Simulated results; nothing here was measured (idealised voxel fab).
Process module under the name voxel air gaps
Cross-sectional view cut (width: 220 nm; square cell size: 5 nm).
A cross-section is written here as square cells arranged in a grid, and it is given in bands from the top down, each band taking up one or more rows of cells. Top, bottom (nm), then materials left to right with widths (nm); lone material tagged "throughout" fills the whole band edge to edge; "empty" = empty space. The reference from which all heights are counted is 0, the level beneath which the as-received wafer is entirely one material; the lowest band, having no lower bound, proceeds downward and is written after the example "0 -> down". A two-number width, for instance "30->40", indicates that the width is equal to the first number in the top row of the band and to the second number in the bottom row, and that it changes by a constant amount per row of cells. What does "no change occurred" mean for a step? It means no cell of the cross-section changed in that step. The entry titled "Enclosed voids" provides the empty spaces that have no open way to the top, restricted to those of 8 cells or more. Each is presented as width x height at distance, the distance being measured from the left edge, with all three in nm. It should be noted that, on the line of a given step, the content following the step's settings is a remark produced by the simulator itself with respect to that step. overlay nm: for a step with a mask, the amount by which the mask lay right of where it was planned; a negative amount means left of it.
# Process steps - plan
1,RECEIVE: material Si
2,CONFORMAL_DEP: material SiO2, thk nm 10
3,CONFORMAL_DEP: material SiN, thk nm 5
4,DIRECTIONAL_DEP: material lowk, thk nm 35
5,DIRECTIONAL_DEP: material aC, thk nm 15
6,PATTERN: tone open, mask id LINES, material resist, width nm 25, pitch nm 50, thk nm 30, overlay nm 0
7,DIRECTIONAL_ETCH: etch materials aC, depth nm 15
8,STRIP: etch materials resist
9,DIRECTIONAL_ETCH: etch materials lowk, depth nm 35
10,STRIP: etch materials aC
11,CONFORMAL_DEP: material TiN, thk nm 5
12,FILL_DEP: material Ru, thk nm 5
13,CMP: height nm 50
14,EPI: material Ru, thk nm 10
15,SELECTIVE_ETCH: etch materials lowk, depth nm 45
16,CONFORMAL_DEP: material SiCN, thk nm 5
# So this is the incoming wafer in cross-section - it's already been through step 1
	0 -> down | Si throughout
	Enclosed voids: none
# Cross-section, first of two wafers, end of module, run as planned
	65 -> 60 | empty 5 / SiCN 205 / empty 10
	60 -> 50 | empty 5 / SiCN 5 / Ru 45 / SiCN 5 / Ru 45 / SiCN 5 / Ru 45 / SiCN 5 / Ru 45 / SiCN 5 / empty 10
	50 -> 45 | empty 5 / SiCN 15 / TiN 5 / Ru 15 / TiN 5 / SiCN 25 / TiN 5 / Ru 15 / TiN 5 / SiCN 25 / TiN 5 / Ru 15 / TiN 5 / SiCN 25 / TiN 5 / Ru 15 / TiN 5 / SiCN 15 / empty 10
	45 -> 20 | empty 15 / SiCN 5 / TiN 5 / Ru 15 / TiN 5 / SiCN 5 / empty 15 / SiCN 5 / TiN 5 / Ru 15 / TiN 5 / SiCN 5 / empty 15 / SiCN 5 / TiN 5 / Ru 15 / TiN 5 / SiCN 5 / empty 15 / SiCN 5 / TiN 5 / Ru 15 / TiN 5 / SiCN 5 / empty 20
	20 -> 15 | SiCN 20 / TiN 25 / SiCN 25 / TiN 25 / SiCN 25 / TiN 25 / SiCN 25 / TiN 25 / SiCN 25
	15 -> 10 | SiN throughout
	10 -> 0 | SiO2 throughout
	0 -> down | Si throughout
	Enclosed voids: 15 x 25 at 50; 15 x 25 at 100; 15 x 25 at 150
# Second wafer of the two, sectioned at the end of the module. It began like the first and followed the same plan, but one mistake was made while running it
	65 -> 60 | empty 5 / SiCN 205 / empty 10
	60 -> 50 | empty 5 / SiCN 5 / Ru 45 / SiCN 5 / Ru 45 / SiCN 5 / Ru 45 / SiCN 5 / Ru 45 / SiCN 5 / empty 10
	50 -> 45 | empty 5 / SiCN 15 / TiN 5 / Ru 15 / TiN 5 / SiCN 25 / TiN 5 / Ru 15 / TiN 5 / SiCN 25 / TiN 5 / Ru 15 / TiN 5 / SiCN 25 / TiN 5 / Ru 15 / TiN 5 / SiCN 15 / empty 10
	45 -> 20 | empty 15 / SiCN 5 / TiN 5 / Ru 15 / TiN 5 / SiCN 5 / empty 15 / SiCN 5 / TiN 5 / Ru 15 / TiN 5 / SiCN 5 / empty 15 / SiCN 5 / TiN 5 / Ru 15 / TiN 5 / SiCN 5 / empty 15 / SiCN 5 / TiN 5 / Ru 15 / TiN 5 / SiCN 5 / empty 20
	20 -> 15 | SiCN 20 / TiN 25 / SiCN 25 / TiN 25 / SiCN 25 / TiN 25 / SiCN 25 / TiN 25 / SiCN 25
	15 -> 10 | SiN throughout
	10 -> 0 | aC throughout
	0 -> down | Si throughout
	Enclosed voids: 15 x 25 at 50; 15 x 25 at 100; 15 x 25 at 150
It is concluded that the wafer was processed incorrectly with respect to the plan, in that contrary to plan, step 2 was performed as CONFORMAL_DEP: material aC, thk nm 10
Upon completion, the second wafer contains, in terms of cells, a greater or smaller amount of certain materials than the first wafer: SiO2: 88 fewer, aC: 88 more
